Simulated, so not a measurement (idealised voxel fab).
Process module in this document: voxel tone inversion
Shown is cross-section cut, with a width of 200 nm and square cells of size 5 nm.
Cross-section layout: square cells on a grid; listed as bands, top to bottom; a band spans one or more cell rows. Per band: top height and bottom height in nm, followed by the left-to-right materials and their widths in nm; "all across" marks a single material spanning edge to edge, "blank" marks empty space. We count height from 0. Below that, the starting wafer is all one material. The lowest band never ends at the bottom but goes on down; see "top 0, no bottom" for how that is written. It should be noted that a width expressed as "30 to 40" varies in equal increments from row to row of cells within the band, taking the value of the first number at the top row and that of the second number at the bottom row. Basically "nothing got changed" means that step didn't change any cell in the cross-section. "Closed void entries": sealed empty spaces, 8 cells or more, no open way to top, listed width x height at distance, with distance from the left edge and width, height and distance in nm. On each step's line, the part that comes after the settings is the simulator's own comment on the step. overlay nm: for a step with a mask, the amount by which the mask lay right of where it was planned; a negative amount means left of it.
### The process steps that were planned are listed below
1) RECEIVE [material Si]
2) CONFORMAL_DEP [material SiCN] [thk nm 10]
3) DIRECTIONAL_DEP [material polySi] [thk nm 15]
4) PATTERN [tone cover] [mask id POSTS] [material resist] [width nm 25] [pitch nm 55] [thk nm 25] [overlay nm 0]
5) DIRECTIONAL_ETCH [etch materials polySi] [depth nm 15]
6) STRIP [etch materials resist]
7) FILL_DEP [material lowk] [thk nm 5]
8) CMP [height nm 25]
9) STRIP [etch materials polySi]
10) CONFORMAL_DEP [material TiN] [thk nm 5]
11) FILL_DEP [material Ru] [thk nm 10]
12) CMP [height nm 25]
13) CONFORMAL_DEP [material SiN] [thk nm 5]
### Account of the first of two wafers, which was processed as intended
### So this is the incoming wafer in cross-section - it's already been through step 1
> top 0, no bottom: Si all across
> Closed void entries: none
### after step 2
> top 10, bottom 0: SiCN all across
> Heights below 0 show no change.
### after step 3
> top 25, bottom 10: polySi all across
> Heights below 10 show no change.
### after step 4
> top 50, bottom 25: blank (30); resist (25); blank (30); resist (25); blank (30); resist (25); blank (35)
> Heights below 25 show no change.
### after step 5
> top 50, bottom 25: blank (30); resist (25); blank (30); resist (25); blank (30); resist (25); blank (35)
> top 25, bottom 10: blank (30); polySi (25); blank (30); polySi (25); blank (30); polySi (25); blank (35)
> Heights below 10 show no change.
### after step 6
> top 25, bottom 10: blank (30); polySi (25); blank (30); polySi (25); blank (30); polySi (25); blank (35)
> Heights below 10 show no change.
### after step 7
> top 30, bottom 25: lowk all across
> top 25, bottom 10: lowk (30); polySi (25); lowk (30); polySi (25); lowk (30); polySi (25); lowk (35)
> Heights below 10 show no change.
### after step 8
> top 25, bottom 10: lowk (30); polySi (25); lowk (30); polySi (25); lowk (30); polySi (25); lowk (35)
> Heights below 10 show no change.
### after step 9
> top 25, bottom 10: lowk (30); blank (25); lowk (30); blank (25); lowk (30); blank (25); lowk (35)
> Heights below 10 show no change.
### after step 10
> top 30, bottom 25: TiN (35); blank (15); TiN (40); blank (15); TiN (40); blank (15); TiN (40)
> top 25, bottom 15: lowk (30); TiN (5); blank (15); TiN (5); lowk (30); TiN (5); blank (15); TiN (5); lowk (30); TiN (5); blank (15); TiN (5); lowk (35)
> top 15, bottom 10: lowk (30); TiN (25); lowk (30); TiN (25); lowk (30); TiN (25); lowk (35)
> Heights below 10 show no change.
### after step 11
> top 40, bottom 30: Ru all across
> top 30, bottom 25: TiN (35); Ru (15); TiN (40); Ru (15); TiN (40); Ru (15); TiN (40)
> top 25, bottom 15: lowk (30); TiN (5); Ru (15); TiN (5); lowk (30); TiN (5); Ru (15); TiN (5); lowk (30); TiN (5); Ru (15); TiN (5); lowk (35)
> Heights below 15 show no change.
### after step 12
> top 25, bottom 15: lowk (30); TiN (5); Ru (15); TiN (5); lowk (30); TiN (5); Ru (15); TiN (5); lowk (30); TiN (5); Ru (15); TiN (5); lowk (35)
> Heights below 15 show no change.
### after step 13
> top 30, bottom 25: SiN all across
> Heights below 25 show no change.
### Second Wafer (Identical Start and Plan, One Processing Error; Matches First Wafer Through Step 1)
### Cross-section of the second wafer when, according to plan, step 2 should have finished
> top 15, bottom 0: polySi all across
> Heights below 0 show no change.
### Cross-section of the second wafer when, according to plan, step 3 should have finished
> top 25, bottom 15: SiCN all across
> Heights below 15 show no change.
### Cross-section of the second wafer when, according to plan, step 4 should have finished
> top 50, bottom 25: blank (30); resist (25); blank (30); resist (25); blank (30); resist (25); blank (35)
> Heights below 25 show no change.
Cross-section of the second wafer when, according to plan, step 5 should have finished: nothing got changed
### Cross-section of the second wafer when, according to plan, step 6 should have finished
> top 25, bottom 15: SiCN all across
> Heights below 15 show no change.
### Cross-section of the second wafer when, according to plan, step 7 should have finished
> top 30, bottom 25: lowk all across
> Heights below 25 show no change.
### Cross-section of the second wafer when, according to plan, step 8 should have finished
> top 25, bottom 15: SiCN all across
> Heights below 15 show no change.
Cross-section of the second wafer when, according to plan, step 9 should have finished: nothing got changed
### Cross-section of the second wafer when, according to plan, step 10 should have finished
> top 30, bottom 25: TiN all across
> Heights below 25 show no change.
### Cross-section of the second wafer when, according to plan, step 11 should have finished
> top 40, bottom 30: Ru all across
> Heights below 30 show no change.
### Cross-section of the second wafer when, according to plan, step 12 should have finished
> top 25, bottom 15: SiCN all across
> Heights below 15 show no change.
### Cross-section of the second wafer when, according to plan, step 13 should have finished
> top 30, bottom 25: SiN all across
> Heights below 25 show no change.
What was done differently from what was planned? steps 2 and 3 traded places in the executed sequence
The final cell counts differ between the wafers, with the second having more or fewer of some materials than the first: -18 Ru | -27 TiN | -75 lowk | +120 polySi
